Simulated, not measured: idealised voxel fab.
Name of the process module below: voxel ribs on slabs
cross-section cut | 245 nm wide | cells 5 nm
Heads up, the way a cross-section reads in here is a grid of square cells, handed over as bands from the top down, with every band being one or more rows of cells.
Band: top and bottom heights (nm) first, top before bottom; then materials from left to right, widths in nm. "throughout" marks a sole material filling the band edge to edge. "empty" denotes empty space.
It should be noted that heights are counted from 0, beneath which the wafer as supplied is of one material throughout, and that the lowest band possesses no lower boundary but continues downward, as written in "0 nm and below".
Width "30 to 40": first value at the band's top row of cells, second value at its bottom row, equal change from row to row.
Reading "no change occurred" for a step: not a cell of the cross-section changed in it.
The entry "Listed closed voids" lists the empty spaces that cover at least 8 cells and have no open path to the top. Each is written as width x height at distance, where the distance is measured from the left edge and all three values are in nm.
after a step's settings: what the simulator itself notes on the step
overlay nm: mask offset rightward from planned place, masked step; negative means leftward offset.
**Set out below are the planned steps of the process**
1,op RECEIVE | material Si
2,op DIRECTIONAL_DEP | material SiO2 | thk nm 30
3,op DIRECTIONAL_DEP | material polySi | thk nm 25
4,op MASKED_ETCH | tone cover | mask id RIB | width nm 30 | etch materials polySi | depth nm 10 | overlay nm 0
5,op MASKED_ETCH | tone cover | mask id SLAB | width nm 70 | etch materials polySi | depth nm 15 | overlay nm 0
6,op FILL_DEP | material SiO2 | thk nm 20
7,op CMP | height nm 70
8,op DIRECTIONAL_DEP | material TiN | thk nm 5
9,op DIRECTIONAL_DEP | material aC | thk nm 15
10,op PATTERN | tone cover | mask id HEATER | material resist | width nm 40 | thk nm 30 | overlay nm 0
11,op DIRECTIONAL_ETCH | etch materials aC | depth nm 15
12,op STRIP | etch materials resist
13,op DIRECTIONAL_ETCH | etch materials TiN | depth nm 5
14,op STRIP | etch materials aC
15,op CONFORMAL_DEP | material SiO2 | thk nm 10
**Below: the first of two wafers, run as planned**
**So this is the incoming wafer in cross-section - it's already been through step 1**
* 0 nm and below: Si throughout
* Listed closed voids: none
**Wafer section view after processing step 2**
* 30 nm to 0 nm: SiO2 throughout
* For the remainder of the cross-section, below 0, there is no change.
**Wafer section view after processing step 3**
* 55 nm to 30 nm: polySi throughout
* For the remainder of the cross-section, below 30, there is no change.
**Wafer section view after processing step 4**
* 55 nm to 45 nm: 105 of empty | 30 of polySi | 110 of empty
* For the remainder of the cross-section, below 45, there is no change.
**Wafer section view after processing step 5**
* 55 nm to 45 nm: 105 of empty | 30 of polySi | 110 of empty
* 45 nm to 30 nm: 85 of empty | 70 of polySi | 90 of empty
* For the remainder of the cross-section, below 30, there is no change.
**Wafer section view after processing step 6**
* 75 nm to 55 nm: SiO2 throughout
* 55 nm to 45 nm: 105 of SiO2 | 30 of polySi | 110 of SiO2
* 45 nm to 30 nm: 85 of SiO2 | 70 of polySi | 90 of SiO2
* For the remainder of the cross-section, below 30, there is no change.
**Wafer section view after processing step 7**
* 70 nm to 55 nm: SiO2 throughout
* For the remainder of the cross-section, below 55, there is no change.
**Wafer section view after processing step 8**
* 75 nm to 70 nm: TiN throughout
* For the remainder of the cross-section, below 70, there is no change.
**Wafer section view after processing step 9**
* 90 nm to 75 nm: aC throughout
* For the remainder of the cross-section, below 75, there is no change.
**Wafer section view after processing step 10**
* 120 nm to 90 nm: 100 of empty | 40 of resist | 105 of empty
* For the remainder of the cross-section, below 90, there is no change.
**Wafer section view after processing step 11**
* 105 nm to 90 nm: 100 of empty | 40 of resist | 105 of empty
* 90 nm to 75 nm: 100 of empty | 40 of aC | 105 of empty
* For the remainder of the cross-section, below 75, there is no change.
**Wafer section view after processing step 12**
* 90 nm to 75 nm: 100 of empty | 40 of aC | 105 of empty
* For the remainder of the cross-section, below 75, there is no change.
**Wafer section view after processing step 13**
* 90 nm to 75 nm: 100 of empty | 40 of aC | 105 of empty
* 75 nm to 70 nm: 100 of empty | 40 of TiN | 105 of empty
* For the remainder of the cross-section, below 70, there is no change.
**Wafer section view after processing step 14**
* 75 nm to 70 nm: 100 of empty | 40 of TiN | 105 of empty
* For the remainder of the cross-section, below 70, there is no change.
**Wafer section view after processing step 15**
* 85 nm to 80 nm: 90 of empty | 60 of SiO2 | 95 of empty
* 80 nm to 75 nm: SiO2 throughout
* 75 nm to 70 nm: 100 of SiO2 | 40 of TiN | 105 of SiO2
* For the remainder of the cross-section, below 70, there is no change.
**Now the other wafer: same start, same recipe, but we messed up one thing when running it. Up to and including step 9 it's the same as the first one**
**Cross-sectional representation of the second wafer at the time designated in the plan for the completion of step 10**
* 120 nm to 90 nm: 110 of empty | 40 of resist | 95 of empty
* For the remainder of the cross-section, below 90, there is no change.
**Cross-sectional representation of the second wafer at the time designated in the plan for the completion of step 11**
* 105 nm to 90 nm: 110 of empty | 40 of resist | 95 of empty
* 90 nm to 75 nm: 110 of empty | 40 of aC | 95 of empty
* For the remainder of the cross-section, below 75, there is no change.
**Cross-sectional representation of the second wafer at the time designated in the plan for the completion of step 12**
* 90 nm to 75 nm: 110 of empty | 40 of aC | 95 of empty
* For the remainder of the cross-section, below 75, there is no change.
**Cross-sectional representation of the second wafer at the time designated in the plan for the completion of step 13**
* 90 nm to 75 nm: 110 of empty | 40 of aC | 95 of empty
* 75 nm to 70 nm: 110 of empty | 40 of TiN | 95 of empty
* For the remainder of the cross-section, below 70, there is no change.
**Cross-sectional representation of the second wafer at the time designated in the plan for the completion of step 14**
* 75 nm to 70 nm: 110 of empty | 40 of TiN | 95 of empty
* For the remainder of the cross-section, below 70, there is no change.
**Cross-sectional representation of the second wafer at the time designated in the plan for the completion of step 15**
* 85 nm to 80 nm: 100 of empty | 60 of SiO2 | 85 of empty
* 80 nm to 75 nm: SiO2 throughout
* 75 nm to 70 nm: 110 of SiO2 | 40 of TiN | 95 of SiO2
* For the remainder of the cross-section, below 70, there is no change.
Want to know what went wrong? step 10 was not run as planned; what actually ran was op PATTERN | tone cover | mask id HEATER | material resist | width nm 40 | thk nm 30 | overlay nm 10
at the end the second wafer has, in cells: as many of each material as the first, in other places
